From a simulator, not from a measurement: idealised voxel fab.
The document below concerns the process module designated voxel self aligned contacts.
Displayed cross-section: cut, width of 285 nm, square cells sized 5 nm.
When this document writes out a cross-section, it uses a grid of square cells and lists it as bands, beginning at the top and moving down, with a band standing for one or more rows of cells.
Band: top height; bottom height; in nm. Then, left to right: material with width in nm, for each material. "throughout": a single material spanning edge to edge. "blank": empty space.
Basically, 0 is our baseline, since under it the wafer straight out of the box is all one material. The bottom band has no lower end and keeps on going down, so it looks like "0 and below".
Width spec "30..40" -> top row of cells at first value, bottom row at second value, equal per-row change in between.
Step marked "nothing changed"? Then no cell in the cross-section changed in it.
"Enclosed cavities" means: voids of 8 cells or more that are shut off from the top with no open way through. Written width x height at distance, distance from the left edge, in nm.
Whatever follows a step's settings on its line is a remark the simulator itself makes about that step.
overlay nm: where the mask lay relative to plan, measured to the right, on steps with a mask; negatives go left.
Note: before/after cross-section pairs follow, one process step per pair, after-side truncated at the lowest changed band, step and settings given beneath. Different runs of this module on the same starting wafer may supply the pairs; a pair continues the one above only where the "before" entry says so.
[before]
    0 and below  Si throughout
    Enclosed cavities: none
[Post-Step Geometry]
    0 down to -5  SiO2 throughout
    Lower than -5, everything is as it was.
    Enclosed cavities: none
Upper to lower cross-section via op OXIDIZE | depth nm 5
before: The pre-step condition corresponds to the post-step cross-section depicted in the pair directly above.
[Post-Step Geometry]
    30 down to 0  polySi throughout
    Lower than 0, everything is as it was.
    Enclosed cavities: none
Upper to lower cross-section via op DIRECTIONAL_DEP | material polySi | thk nm 30
before: The pre-step condition corresponds to the post-step cross-section depicted in the pair directly above.
[Post-Step Geometry]
    50 down to 30  SiN throughout
    Lower than 30, everything is as it was.
    Enclosed cavities: none
Upper to lower cross-section via op DIRECTIONAL_DEP | material SiN | thk nm 20
before: The pre-step condition corresponds to the post-step cross-section depicted in the pair directly above.
[Post-Step Geometry]
    65 down to 50  aC throughout
    Lower than 50, everything is as it was.
    Enclosed cavities: none
Upper to lower cross-section via op DIRECTIONAL_DEP | material aC | thk nm 15
before: The pre-step condition corresponds to the post-step cross-section depicted in the pair directly above.
[Post-Step Geometry]
    95 down to 65  blank: 70, then resist: 25, then blank: 35, then resist: 25, then blank: 35, then resist: 25, then blank: 70
    Lower than 65, everything is as it was.
    Enclosed cavities: none
Upper to lower cross-section via op PATTERN | tone cover | mask id GATE | material resist | width nm 25 | pitch nm 60 | thk nm 30 | overlay nm 0
before: The pre-step condition corresponds to the post-step cross-section depicted in the pair directly above.
[Post-Step Geometry]
    80 down to 65  blank: 70, then resist: 25, then blank: 35, then resist: 25, then blank: 35, then resist: 25, then blank: 70
    65 down to 50  blank: 70, then aC: 25, then blank: 35, then aC: 25, then blank: 35, then aC: 25, then blank: 70
    Lower than 50, everything is as it was.
    Enclosed cavities: none
Upper to lower cross-section via op DIRECTIONAL_ETCH | etch materials aC | depth nm 15
before: The pre-step condition corresponds to the post-step cross-section depicted in the pair directly above.
[Post-Step Geometry]
    65 down to 50  blank: 70, then aC: 25, then blank: 35, then aC: 25, then blank: 35, then aC: 25, then blank: 70
    Lower than 50, everything is as it was.
    Enclosed cavities: none
Upper to lower cross-section via op STRIP | etch materials resist
before: The pre-step condition corresponds to the post-step cross-section depicted in the pair directly above.
[Post-Step Geometry]
    65 down to 50  blank: 70, then aC: 25, then blank: 35, then aC: 25, then blank: 35, then aC: 25, then blank: 70
    50 down to 30  blank: 70, then SiN: 25, then blank: 35, then SiN: 25, then blank: 35, then SiN: 25, then blank: 70
    Lower than 30, everything is as it was.
    Enclosed cavities: none
Upper to lower cross-section via op DIRECTIONAL_ETCH | etch materials SiN | depth nm 20
before: The pre-step condition corresponds to the post-step cross-section depicted in the pair directly above.
[Post-Step Geometry]
    65 down to 50  blank: 70, then aC: 25, then blank: 35, then aC: 25, then blank: 35, then aC: 25, then blank: 70
    50 down to 30  blank: 70, then SiN: 25, then blank: 35, then SiN: 25, then blank: 35, then SiN: 25, then blank: 70
    30 down to 0  blank: 70, then polySi: 25, then blank: 35, then polySi: 25, then blank: 35, then polySi: 25, then blank: 70
    Lower than 0, everything is as it was.
    Enclosed cavities: none
Upper to lower cross-section via op DIRECTIONAL_ETCH | etch materials polySi | depth nm 30
before: The pre-step condition corresponds to the post-step cross-section depicted in the pair directly above.
[Post-Step Geometry]
    50 down to 30  blank: 70, then SiN: 25, then blank: 35, then SiN: 25, then blank: 35, then SiN: 25, then blank: 70
    Lower than 30, everything is as it was.
    Enclosed cavities: none
Upper to lower cross-section via op STRIP | etch materials aC
before: The pre-step condition corresponds to the post-step cross-section depicted in the pair directly above.
[Post-Step Geometry]
    60 down to 30  blank: 60, then SiN: 45, then blank: 15, then SiN: 45, then blank: 15, then SiN: 45, then blank: 60
    30 down to 10  blank: 60, then SiN: 10, then polySi: 25, then SiN: 10, then blank: 15, then SiN: 10, then polySi: 25, then SiN: 10, then blank: 15, then SiN: 10, then polySi: 25, then SiN: 10, then blank: 60
    10 down to 0  SiN: 70, then polySi: 25, then SiN: 35, then polySi: 25, then SiN: 35, then polySi: 25, then SiN: 70
    Lower than 0, everything is as it was.
    Enclosed cavities: none
Upper to lower cross-section via op CONFORMAL_DEP | material SiN | thk nm 10
before: The pre-step condition corresponds to the post-step cross-section depicted in the pair directly above.
[Post-Step Geometry]
    50 down to 30  blank: 60, then SiN: 45, then blank: 15, then SiN: 45, then blank: 15, then SiN: 45, then blank: 60
    30 down to 0  blank: 60, then SiN: 10, then polySi: 25, then SiN: 10, then blank: 15, then SiN: 10, then polySi: 25, then SiN: 10, then blank: 15, then SiN: 10, then polySi: 25, then SiN: 10, then blank: 60
    Lower than 0, everything is as it was.
    Enclosed cavities: none
Upper to lower cross-section via op DIRECTIONAL_ETCH | etch materials SiN | depth nm 10
before: The pre-step condition corresponds to the post-step cross-section depicted in the pair directly above.
[Post-Step Geometry]
    65 down to 50  SiO2 throughout
    50 down to 30  SiO2: 60, then SiN: 45, then SiO2: 15, then SiN: 45, then SiO2: 15, then SiN: 45, then SiO2: 60
    30 down to 0  SiO2: 60, then SiN: 10, then polySi: 25, then SiN: 10, then SiO2: 15, then SiN: 10, then polySi: 25, then SiN: 10, then SiO2: 15, then SiN: 10, then polySi: 25, then SiN: 10, then SiO2: 60
    Lower than 0, everything is as it was.
    Enclosed cavities: none
Upper to lower cross-section via op FILL_DEP | material SiO2 | thk nm 15
before: The pre-step condition corresponds to the post-step cross-section depicted in the pair directly above.
[Post-Step Geometry]
    55 down to 50  SiO2 throughout
    Lower than 50, everything is as it was.
    Enclosed cavities: none
Upper to lower cross-section via op CMP | height nm 55
before: The pre-step condition corresponds to the post-step cross-section depicted in the pair directly above.
[Post-Step Geometry]
    55 down to 50  SiO2: 90, then blank: 45, then SiO2: 15, then blank: 45, then SiO2: 90
    50 down to 30  SiO2: 60, then SiN: 45, then blank: 15, then SiN: 45, then blank: 15, then SiN: 45, then SiO2: 60
    30 down to 0  SiO2: 60, then SiN: 10, then polySi: 25, then SiN: 10, then blank: 15, then SiN: 10, then polySi: 25, then SiN: 10, then blank: 15, then SiN: 10, then polySi: 25, then SiN: 10, then SiO2: 60
    0 down to -5  SiO2: 105, then blank: 15, then SiO2: 45, then blank: 15, then SiO2: 105
    Lower than -5, everything is as it was.
    Enclosed cavities: none
Upper to lower cross-section via op MASKED_ETCH | tone open | mask id CONTACT | width nm 45 | pitch nm 60 | etch materials SiO2 | depth nm 60 | overlay nm 0
before: The pre-step condition corresponds to the post-step cross-section depicted in the pair directly above.
[Post-Step Geometry]
    60 down to 55  TiN: 95, then blank: 35, then TiN: 25, then blank: 35, then TiN: 95
    55 down to 50  SiO2: 90, then TiN: 20, then blank: 5, then TiN: 20, then SiO2: 15, then TiN: 20, then blank: 5, then TiN: 20, then SiO2: 90
    50 down to 30  SiO2: 60, then SiN: 45, then TiN: 5, then blank: 5, then TiN: 5, then SiN: 45, then TiN: 5, then blank: 5, then TiN: 5, then SiN: 45, then SiO2: 60
    30 down to 0  SiO2: 60, then SiN: 10, then polySi: 25, then SiN: 10, then TiN: 5, then blank: 5, then TiN: 5, then SiN: 10, then polySi: 25, then SiN: 10, then TiN: 5, then blank: 5, then TiN: 5, then SiN: 10, then polySi: 25, then SiN: 10, then SiO2: 60
    0 down to -5  SiO2: 105, then TiN: 15, then SiO2: 45, then TiN: 15, then SiO2: 105
    Lower than -5, everything is as it was.
    Enclosed cavities: none
Upper to lower cross-section via op CONFORMAL_DEP | material TiN | thk nm 5
before: The pre-step condition corresponds to the post-step cross-section depicted in the pair directly above.
[Post-Step Geometry]
    70 down to 60  Ru throughout
    60 down to 55  TiN: 95, then Ru: 35, then TiN: 25, then Ru: 35, then TiN: 95
    55 down to 50  SiO2: 90, then TiN: 20, then Ru: 5, then TiN: 20, then SiO2: 15, then TiN: 20, then Ru: 5, then TiN: 20, then SiO2: 90
    50 down to 30  SiO2: 60, then SiN: 45, then TiN: 5, then Ru: 5, then TiN: 5, then SiN: 45, then TiN: 5, then Ru: 5, then TiN: 5, then SiN: 45, then SiO2: 60
    30 down to 0  SiO2: 60, then SiN: 10, then polySi: 25, then SiN: 10, then TiN: 5, then Ru: 5, then TiN: 5, then SiN: 10, then polySi: 25, then SiN: 10, then TiN: 5, then Ru: 5, then TiN: 5, then SiN: 10, then polySi: 25, then SiN: 10, then SiO2: 60
    Lower than 0, everything is as it was.
    Enclosed cavities: none
Upper to lower cross-section via op FILL_DEP | material Ru | thk nm 10
before: The pre-step condition corresponds to the post-step cross-section depicted in the pair directly above.
[Post-Step Geometry]
    55 down to 50  SiO2: 90, then TiN: 20, then Ru: 5, then TiN: 20, then SiO2: 15, then TiN: 20, then Ru: 5, then TiN: 20, then SiO2: 90
    Lower than 50, everything is as it was.
    Enclosed cavities: none
Upper to lower cross-section via op CMP | height nm 55
before: The pre-step condition corresponds to the post-step cross-section depicted in the pair directly above.
[Post-Step Geometry]
    60 down to 55  SiN throughout
    Lower than 55, everything is as it was.
    Enclosed cavities: none
Upper to lower cross-section via op CONFORMAL_DEP | material SiN | thk nm 5
[before]
    0 and below  Si throughout
    Enclosed cavities: none
[Post-Step Geometry]
    30 down to 0  polySi throughout
    Lower than 0, everything is as it was.
    Enclosed cavities: none
Upper to lower cross-section via op DIRECTIONAL_DEP | material polySi | thk nm 30
before: The pre-step condition corresponds to the post-step cross-section depicted in the pair directly above.
[Post-Step Geometry]
    50 down to 30  SiN throughout
    Lower than 30, everything is as it was.
    Enclosed cavities: none
Upper to lower cross-section via op DIRECTIONAL_DEP | material SiN | thk nm 20
before: The pre-step condition corresponds to the post-step cross-section depicted in the pair directly above.
[Post-Step Geometry]
    65 down to 50  aC throughout
    Lower than 50, everything is as it was.
    Enclosed cavities: none
Upper to lower cross-section via op DIRECTIONAL_DEP | material aC | thk nm 15
before: The pre-step condition corresponds to the post-step cross-section depicted in the pair directly above.
[Post-Step Geometry]
    95 down to 65  blank: 70, then resist: 25, then blank: 35, then resist: 25, then blank: 35, then resist: 25, then blank: 70
    Lower than 65, everything is as it was.
    Enclosed cavities: none
Upper to lower cross-section via op PATTERN | tone cover | mask id GATE | material resist | width nm 25 | pitch nm 60 | thk nm 30 | overlay nm 0
before: The pre-step condition corresponds to the post-step cross-section depicted in the pair directly above.
[Post-Step Geometry]
    80 down to 65  blank: 70, then resist: 25, then blank: 35, then resist: 25, then blank: 35, then resist: 25, then blank: 70
    65 down to 50  blank: 70, then aC: 25, then blank: 35, then aC: 25, then blank: 35, then aC: 25, then blank: 70
    Lower than 50, everything is as it was.
    Enclosed cavities: none
Upper to lower cross-section via op DIRECTIONAL_ETCH | etch materials aC | depth nm 15
before: The pre-step condition corresponds to the post-step cross-section depicted in the pair directly above.
[Post-Step Geometry]
    65 down to 50  blank: 70, then aC: 25, then blank: 35, then aC: 25, then blank: 35, then aC: 25, then blank: 70
    Lower than 50, everything is as it was.
    Enclosed cavities: none
Upper to lower cross-section via op STRIP | etch materials resist
before: The pre-step condition corresponds to the post-step cross-section depicted in the pair directly above.
[Post-Step Geometry]
    65 down to 50  blank: 70, then aC: 25, then blank: 35, then aC: 25, then blank: 35, then aC: 25, then blank: 70
    50 down to 30  blank: 70, then SiN: 25, then blank: 35, then SiN: 25, then blank: 35, then SiN: 25, then blank: 70
    Lower than 30, everything is as it was.
    Enclosed cavities: none
Upper to lower cross-section via op DIRECTIONAL_ETCH | etch materials SiN | depth nm 20
before: The pre-step condition corresponds to the post-step cross-section depicted in the pair directly above.
[Post-Step Geometry]
    65 down to 50  blank: 70, then aC: 25, then blank: 35, then aC: 25, then blank: 35, then aC: 25, then blank: 70
    50 down to 30  blank: 70, then SiN: 25, then blank: 35, then SiN: 25, then blank: 35, then SiN: 25, then blank: 70
    30 down to 0  blank: 70, then polySi: 25, then blank: 35, then polySi: 25, then blank: 35, then polySi: 25, then blank: 70
    Lower than 0, everything is as it was.
    Enclosed cavities: none
Upper to lower cross-section via op DIRECTIONAL_ETCH | etch materials polySi | depth nm 30
before: The pre-step condition corresponds to the post-step cross-section depicted in the pair directly above.
[Post-Step Geometry]
    50 down to 30  blank: 70, then SiN: 25, then blank: 35, then SiN: 25, then blank: 35, then SiN: 25, then blank: 70
    Lower than 30, everything is as it was.
    Enclosed cavities: none
Upper to lower cross-section via op STRIP | etch materials aC
before: The pre-step condition corresponds to the post-step cross-section depicted in the pair directly above.
[Post-Step Geometry]
    60 down to 30  blank: 60, then SiN: 45, then blank: 15, then SiN: 45, then blank: 15, then SiN: 45, then blank: 60
    30 down to 10  blank: 60, then SiN: 10, then polySi: 25, then SiN: 10, then blank: 15, then SiN: 10, then polySi: 25, then SiN: 10, then blank: 15, then SiN: 10, then polySi: 25, then SiN: 10, then blank: 60
    10 down to 0  SiN: 70, then polySi: 25, then SiN: 35, then polySi: 25, then SiN: 35, then polySi: 25, then SiN: 70
    Lower than 0, everything is as it was.
    Enclosed cavities: none
Upper to lower cross-section via op CONFORMAL_DEP | material SiN | thk nm 10
before: The pre-step condition corresponds to the post-step cross-section depicted in the pair directly above.
[Post-Step Geometry]
    50 down to 30  blank: 60, then SiN: 45, then blank: 15, then SiN: 45, then blank: 15, then SiN: 45, then blank: 60
    30 down to 0  blank: 60, then SiN: 10, then polySi: 25, then SiN: 10, then blank: 15, then SiN: 10, then polySi: 25, then SiN: 10, then blank: 15, then SiN: 10, then polySi: 25, then SiN: 10, then blank: 60
    Lower than 0, everything is as it was.
    Enclosed cavities: none
Upper to lower cross-section via op DIRECTIONAL_ETCH | etch materials SiN | depth nm 10
before: The pre-step condition corresponds to the post-step cross-section depicted in the pair directly above.
[Post-Step Geometry]
    65 down to 50  SiO2 throughout
    50 down to 30  SiO2: 60, then SiN: 45, then SiO2: 15, then SiN: 45, then SiO2: 15, then SiN: 45, then SiO2: 60
    30 down to 0  SiO2: 60, then SiN: 10, then polySi: 25, then SiN: 10, then SiO2: 15, then SiN: 10, then polySi: 25, then SiN: 10, then SiO2: 15, then SiN: 10, then polySi: 25, then SiN: 10, then SiO2: 60
    Lower than 0, everything is as it was.
    Enclosed cavities: none
Upper to lower cross-section via op FILL_DEP | material SiO2 | thk nm 15
before: The pre-step condition corresponds to the post-step cross-section depicted in the pair directly above.
[Post-Step Geometry]
    55 down to 50  SiO2 throughout
    Lower than 50, everything is as it was.
    Enclosed cavities: none
Upper to lower cross-section via op CMP | height nm 55
before: The pre-step condition corresponds to the post-step cross-section depicted in the pair directly above.
[Post-Step Geometry]
    55 down to 50  SiO2: 90, then blank: 45, then SiO2: 15, then blank: 45, then SiO2: 90
    50 down to 30  SiO2: 60, then SiN: 45, then blank: 15, then SiN: 45, then blank: 15, then SiN: 45, then SiO2: 60
    30 down to 0  SiO2: 60, then SiN: 10, then polySi: 25, then SiN: 10, then blank: 15, then SiN: 10, then polySi: 25, then SiN: 10, then blank: 15, then SiN: 10, then polySi: 25, then SiN: 10, then SiO2: 60
    Lower than 0, everything is as it was.
    Enclosed cavities: none
Upper to lower cross-section via op MASKED_ETCH | tone open | mask id CONTACT | width nm 45 | pitch nm 60 | etch materials SiO2 | depth nm 60 | overlay nm 0
before: The pre-step condition corresponds to the post-step cross-section depicted in the pair directly above.
[Post-Step Geometry]
    60 down to 55  TiN: 95, then blank: 35, then TiN: 25, then blank: 35, then TiN: 95
    55 down to 50  SiO2: 90, then TiN: 20, then blank: 5, then TiN: 20, then SiO2: 15, then TiN: 20, then blank: 5, then TiN: 20, then SiO2: 90
    50 down to 30  SiO2: 60, then SiN: 45, then TiN: 5, then blank: 5, then TiN: 5, then SiN: 45, then TiN: 5, then blank: 5, then TiN: 5, then SiN: 45, then SiO2: 60
    30 down to 5  SiO2: 60, then SiN: 10, then polySi: 25, then SiN: 10, then TiN: 5, then blank: 5, then TiN: 5, then SiN: 10, then polySi: 25, then SiN: 10, then TiN: 5, then blank: 5, then TiN: 5, then SiN: 10, then polySi: 25, then SiN: 10, then SiO2: 60
    5 down to 0  SiO2: 60, then SiN: 10, then polySi: 25, then SiN: 10, then TiN: 15, then SiN: 10, then polySi: 25, then SiN: 10, then TiN: 15, then SiN: 10, then polySi: 25, then SiN: 10, then SiO2: 60
    Lower than 0, everything is as it was.
    Enclosed cavities: none
Upper to lower cross-section via op CONFORMAL_DEP | material TiN | thk nm 5
before: The pre-step condition corresponds to the post-step cross-section depicted in the pair directly above.
[Post-Step Geometry]
    70 down to 60  Ru throughout
    60 down to 55  TiN: 95, then Ru: 35, then TiN: 25, then Ru: 35, then TiN: 95
    55 down to 50  SiO2: 90, then TiN: 20, then Ru: 5, then TiN: 20, then SiO2: 15, then TiN: 20, then Ru: 5, then TiN: 20, then SiO2: 90
    50 down to 30  SiO2: 60, then SiN: 45, then TiN: 5, then Ru: 5, then TiN: 5, then SiN: 45, then TiN: 5, then Ru: 5, then TiN: 5, then SiN: 45, then SiO2: 60
    30 down to 5  SiO2: 60, then SiN: 10, then polySi: 25, then SiN: 10, then TiN: 5, then Ru: 5, then TiN: 5, then SiN: 10, then polySi: 25, then SiN: 10, then TiN: 5, then Ru: 5, then TiN: 5, then SiN: 10, then polySi: 25, then SiN: 10, then SiO2: 60
    Lower than 5, everything is as it was.
    Enclosed cavities: none
Upper to lower cross-section via op FILL_DEP | material Ru | thk nm 10
before: The pre-step condition corresponds to the post-step cross-section depicted in the pair directly above.
[Post-Step Geometry]
    55 down to 50  SiO2: 90, then TiN: 20, then Ru: 5, then TiN: 20, then SiO2: 15, then TiN: 20, then Ru: 5, then TiN: 20, then SiO2: 90
    Lower than 50, everything is as it was.
    Enclosed cavities: none
Upper to lower cross-section via op CMP | height nm 55
before: The pre-step condition corresponds to the post-step cross-section depicted in the pair directly above.
[Post-Step Geometry]
    60 down to 55  SiN throughout
    Lower than 55, everything is as it was.
    Enclosed cavities: none
Upper to lower cross-section via op CONFORMAL_DEP | material SiN | thk nm 5
[before]
    30 down to 0  polySi throughout
    0 down to -5  SiO2 throughout
    -5 and below  Si throughout
    Enclosed cavities: none
[Post-Step Geometry]
    60 down to 0  polySi throughout
    Lower than 0, everything is as it was.
    Enclosed cavities: none
Upper to lower cross-section via op DIRECTIONAL_DEP | material polySi | thk nm 30
before: The pre-step condition corresponds to the post-step cross-section depicted in the pair directly above.
[Post-Step Geometry]
    80 down to 60  SiN throughout
    Lower than 60, everything is as it was.
    Enclosed cavities: none
Upper to lower cross-section via op DIRECTIONAL_DEP | material SiN | thk nm 20
before: The pre-step condition corresponds to the post-step cross-section depicted in the pair directly above.
[Post-Step Geometry]
    95 down to 80  aC throughout
    Lower than 80, everything is as it was.
    Enclosed cavities: none
Upper to lower cross-section via op DIRECTIONAL_DEP | material aC | thk nm 15
before: The pre-step condition corresponds to the post-step cross-section depicted in the pair directly above.
[Post-Step Geometry]
    125 down to 95  blank: 70, then resist: 25, then blank: 35, then resist: 25, then blank: 35, then resist: 25, then blank: 70
    Lower than 95, everything is as it was.
    Enclosed cavities: none
Upper to lower cross-section via op PATTERN | tone cover | mask id GATE | material resist | width nm 25 | pitch nm 60 | thk nm 30 | overlay nm 0
before: The pre-step condition corresponds to the post-step cross-section depicted in the pair directly above.
[Post-Step Geometry]
    110 down to 95  blank: 70, then resist: 25, then blank: 35, then resist: 25, then blank: 35, then resist: 25, then blank: 70
    95 down to 80  blank: 70, then aC: 25, then blank: 35, then aC: 25, then blank: 35, then aC: 25, then blank: 70
    Lower than 80, everything is as it was.
    Enclosed cavities: none
Upper to lower cross-section via op DIRECTIONAL_ETCH | etch materials aC | depth nm 15
before: The pre-step condition corresponds to the post-step cross-section depicted in the pair directly above.
[Post-Step Geometry]
    95 down to 80  blank: 70, then aC: 25, then blank: 35, then aC: 25, then blank: 35, then aC: 25, then blank: 70
    Lower than 80, everything is as it was.
    Enclosed cavities: none
Upper to lower cross-section via op STRIP | etch materials resist
before: The pre-step condition corresponds to the post-step cross-section depicted in the pair directly above.
[Post-Step Geometry]
    95 down to 80  blank: 70, then aC: 25, then blank: 35, then aC: 25, then blank: 35, then aC: 25, then blank: 70
    80 down to 60  blank: 70, then SiN: 25, then blank: 35, then SiN: 25, then blank: 35, then SiN: 25, then blank: 70
    Lower than 60, everything is as it was.
    Enclosed cavities: none
Upper to lower cross-section via op DIRECTIONAL_ETCH | etch materials SiN | depth nm 20
before: The pre-step condition corresponds to the post-step cross-section depicted in the pair directly above.
[Post-Step Geometry]
    95 down to 80  blank: 70, then aC: 25, then blank: 35, then aC: 25, then blank: 35, then aC: 25, then blank: 70
    80 down to 60  blank: 70, then SiN: 25, then blank: 35, then SiN: 25, then blank: 35, then SiN: 25, then blank: 70
    60 down to 30  blank: 70, then polySi: 25, then blank: 35, then polySi: 25, then blank: 35, then polySi: 25, then blank: 70
    Lower than 30, everything is as it was.
    Enclosed cavities: none
Upper to lower cross-section via op DIRECTIONAL_ETCH | etch materials polySi | depth nm 30
before: The pre-step condition corresponds to the post-step cross-section depicted in the pair directly above.
[Post-Step Geometry]
    80 down to 60  blank: 70, then SiN: 25, then blank: 35, then SiN: 25, then blank: 35, then SiN: 25, then blank: 70
    Lower than 60, everything is as it was.
    Enclosed cavities: none
Upper to lower cross-section via op STRIP | etch materials aC
before: The pre-step condition corresponds to the post-step cross-section depicted in the pair directly above.
[Post-Step Geometry]
    90 down to 60  blank: 60, then SiN: 45, then blank: 15, then SiN: 45, then blank: 15, then SiN: 45, then blank: 60
    60 down to 40  blank: 60, then SiN: 10, then polySi: 25, then SiN: 10, then blank: 15, then SiN: 10, then polySi: 25, then SiN: 10, then blank: 15, then SiN: 10, then polySi: 25, then SiN: 10, then blank: 60
    40 down to 30  SiN: 70, then polySi: 25, then SiN: 35, then polySi: 25, then SiN: 35, then polySi: 25, then SiN: 70
    Lower than 30, everything is as it was.
    Enclosed cavities: none
Upper to lower cross-section via op CONFORMAL_DEP | material SiN | thk nm 10
before: The pre-step condition corresponds to the post-step cross-section depicted in the pair directly above.
[Post-Step Geometry]
    80 down to 60  blank: 60, then SiN: 45, then blank: 15, then SiN: 45, then blank: 15, then SiN: 45, then blank: 60
    60 down to 30  blank: 60, then SiN: 10, then polySi: 25, then SiN: 10, then blank: 15, then SiN: 10, then polySi: 25, then SiN: 10, then blank: 15, then SiN: 10, then polySi: 25, then SiN: 10, then blank: 60
    Lower than 30, everything is as it was.
    Enclosed cavities: none
Upper to lower cross-section via op DIRECTIONAL_ETCH | etch materials SiN | depth nm 10
before: The pre-step condition corresponds to the post-step cross-section depicted in the pair directly above.
[Post-Step Geometry]
    95 down to 80  SiO2 throughout
    80 down to 60  SiO2: 60, then SiN: 45, then SiO2: 15, then SiN: 45, then SiO2: 15, then SiN: 45, then SiO2: 60
    60 down to 30  SiO2: 60, then SiN: 10, then polySi: 25, then SiN: 10, then SiO2: 15, then SiN: 10, then polySi: 25, then SiN: 10, then SiO2: 15, then SiN: 10, then polySi: 25, then SiN: 10, then SiO2: 60
    Lower than 30, everything is as it was.
    Enclosed cavities: none
Upper to lower cross-section via op FILL_DEP | material SiO2 | thk nm 15
before: The pre-step condition corresponds to the post-step cross-section depicted in the pair directly above.
[Post-Step Geometry]
    55 down to 30  SiO2: 60, then SiN: 10, then polySi: 25, then SiN: 10, then SiO2: 15, then SiN: 10, then polySi: 25, then SiN: 10, then SiO2: 15, then SiN: 10, then polySi: 25, then SiN: 10, then SiO2: 60
    Lower than 30, everything is as it was.
    Enclosed cavities: none
Upper to lower cross-section via op CMP | height nm 55
before: The pre-step condition corresponds to the post-step cross-section depicted in the pair directly above.
[Post-Step Geometry]
    55 down to 30  SiO2: 60, then SiN: 10, then polySi: 25, then SiN: 10, then blank: 15, then SiN: 10, then polySi: 25, then SiN: 10, then blank: 15, then SiN: 10, then polySi: 25, then SiN: 10, then SiO2: 60
    Lower than 30, everything is as it was.
    Enclosed cavities: none
Upper to lower cross-section via op MASKED_ETCH | tone open | mask id CONTACT | width nm 45 | pitch nm 60 | etch materials SiO2 | depth nm 60 | overlay nm 0
before: The pre-step condition corresponds to the post-step cross-section depicted in the pair directly above.
[Post-Step Geometry]
    60 down to 55  TiN: 110, then blank: 5, then TiN: 55, then blank: 5, then TiN: 110
    55 down to 35  SiO2: 60, then SiN: 10, then polySi: 25, then SiN: 10, then TiN: 5, then blank: 5, then TiN: 5, then SiN: 10, then polySi: 25, then SiN: 10, then TiN: 5, then blank: 5, then TiN: 5, then SiN: 10, then polySi: 25, then SiN: 10, then SiO2: 60
    35 down to 30  SiO2: 60, then SiN: 10, then polySi: 25, then SiN: 10, then TiN: 15, then SiN: 10, then polySi: 25, then SiN: 10, then TiN: 15, then SiN: 10, then polySi: 25, then SiN: 10, then SiO2: 60
    Lower than 30, everything is as it was.
    Enclosed cavities: none
Upper to lower cross-section via op CONFORMAL_DEP | material TiN | thk nm 5
before: The pre-step condition corresponds to the post-step cross-section depicted in the pair directly above.
[Post-Step Geometry]
    70 down to 60  Ru throughout
    60 down to 55  TiN: 110, then Ru: 5, then TiN: 55, then Ru: 5, then TiN: 110
    55 down to 35  SiO2: 60, then SiN: 10, then polySi: 25, then SiN: 10, then TiN: 5, then Ru: 5, then TiN: 5, then SiN: 10, then polySi: 25, then SiN: 10, then TiN: 5, then Ru: 5, then TiN: 5, then SiN: 10, then polySi: 25, then SiN: 10, then SiO2: 60
    Lower than 35, everything is as it was.
    Enclosed cavities: none
Upper to lower cross-section via op FILL_DEP | material Ru | thk nm 10
before: The pre-step condition corresponds to the post-step cross-section depicted in the pair directly above.
[Post-Step Geometry]
    55 down to 35  SiO2: 60, then SiN: 10, then polySi: 25, then SiN: 10, then TiN: 5, then Ru: 5, then TiN: 5, then SiN: 10, then polySi: 25, then SiN: 10, then TiN: 5, then Ru: 5, then TiN: 5, then SiN: 10, then polySi: 25, then SiN: 10, then SiO2: 60
    Lower than 35, everything is as it was.
    Enclosed cavities: none
Upper to lower cross-section via op CMP | height nm 55
before: The pre-step condition corresponds to the post-step cross-section depicted in the pair directly above.
[Post-Step Geometry]
    60 down to 55  SiN throughout
    Lower than 55, everything is as it was.
    Enclosed cavities: none
Upper to lower cross-section via op CONFORMAL_DEP | material SiN | thk nm 5
[before]
    0 down to -5  SiO2 throughout
    -5 and below  Si throughout
    Enclosed cavities: none
[Post-Step Geometry]
    20 down to 0  SiN throughout
    Lower than 0, everything is as it was.
    Enclosed cavities: none
Upper to lower cross-section via op DIRECTIONAL_DEP | material SiN | thk nm 20
before: The pre-step condition corresponds to the post-step cross-section depicted in the pair directly above.
[Post-Step Geometry]
    50 down to 20  polySi throughout
    Lower than 20, everything is as it was.
    Enclosed cavities: none
Upper to lower cross-section via op DIRECTIONAL_DEP | material polySi | thk nm 30
before: The pre-step condition corresponds to the post-step cross-section depicted in the pair directly above.
[Post-Step Geometry]
    65 down to 50  aC throughout
    Lower than 50, everything is as it was.
    Enclosed cavities: none
Upper to lower cross-section via op DIRECTIONAL_DEP | material aC | thk nm 15
before: The pre-step condition corresponds to the post-step cross-section depicted in the pair directly above.
[Post-Step Geometry]
    95 down to 65  blank: 70, then resist: 25, then blank: 35, then resist: 25, then blank: 35, then resist: 25, then blank: 70
    Lower than 65, everything is as it was.
    Enclosed cavities: none
Upper to lower cross-section via op PATTERN | tone cover | mask id GATE | material resist | width nm 25 | pitch nm 60 | thk nm 30 | overlay nm 0
before: The pre-step condition corresponds to the post-step cross-section depicted in the pair directly above.
[Post-Step Geometry]
    80 down to 65  blank: 70, then resist: 25, then blank: 35, then resist: 25, then blank: 35, then resist: 25, then blank: 70
    65 down to 50  blank: 70, then aC: 25, then blank: 35, then aC: 25, then blank: 35, then aC: 25, then blank: 70
    Lower than 50, everything is as it was.
    Enclosed cavities: none
Upper to lower cross-section via op DIRECTIONAL_ETCH | etch materials aC | depth nm 15
before: The pre-step condition corresponds to the post-step cross-section depicted in the pair directly above.
[Post-Step Geometry]
    65 down to 50  blank: 70, then aC: 25, then blank: 35, then aC: 25, then blank: 35, then aC: 25, then blank: 70
    Lower than 50, everything is as it was.
    Enclosed cavities: none
Upper to lower cross-section via op STRIP | etch materials resist
before: The pre-step condition corresponds to the post-step cross-section depicted in the pair directly above.
[Post-Step Geometry]
    65 down to 50  blank: 70, then aC: 25, then blank: 35, then aC: 25, then blank: 35, then aC: 25, then blank: 70
    50 down to 20  blank: 70, then polySi: 25, then blank: 35, then polySi: 25, then blank: 35, then polySi: 25, then blank: 70
    Lower than 20, everything is as it was.
    Enclosed cavities: none
Upper to lower cross-section via op DIRECTIONAL_ETCH | etch materials polySi | depth nm 30
before: The pre-step condition corresponds to the post-step cross-section depicted in the pair directly above.
[Post-Step Geometry]
    50 down to 20  blank: 70, then polySi: 25, then blank: 35, then polySi: 25, then blank: 35, then polySi: 25, then blank: 70
    Lower than 20, everything is as it was.
    Enclosed cavities: none
Upper to lower cross-section via op STRIP | etch materials aC
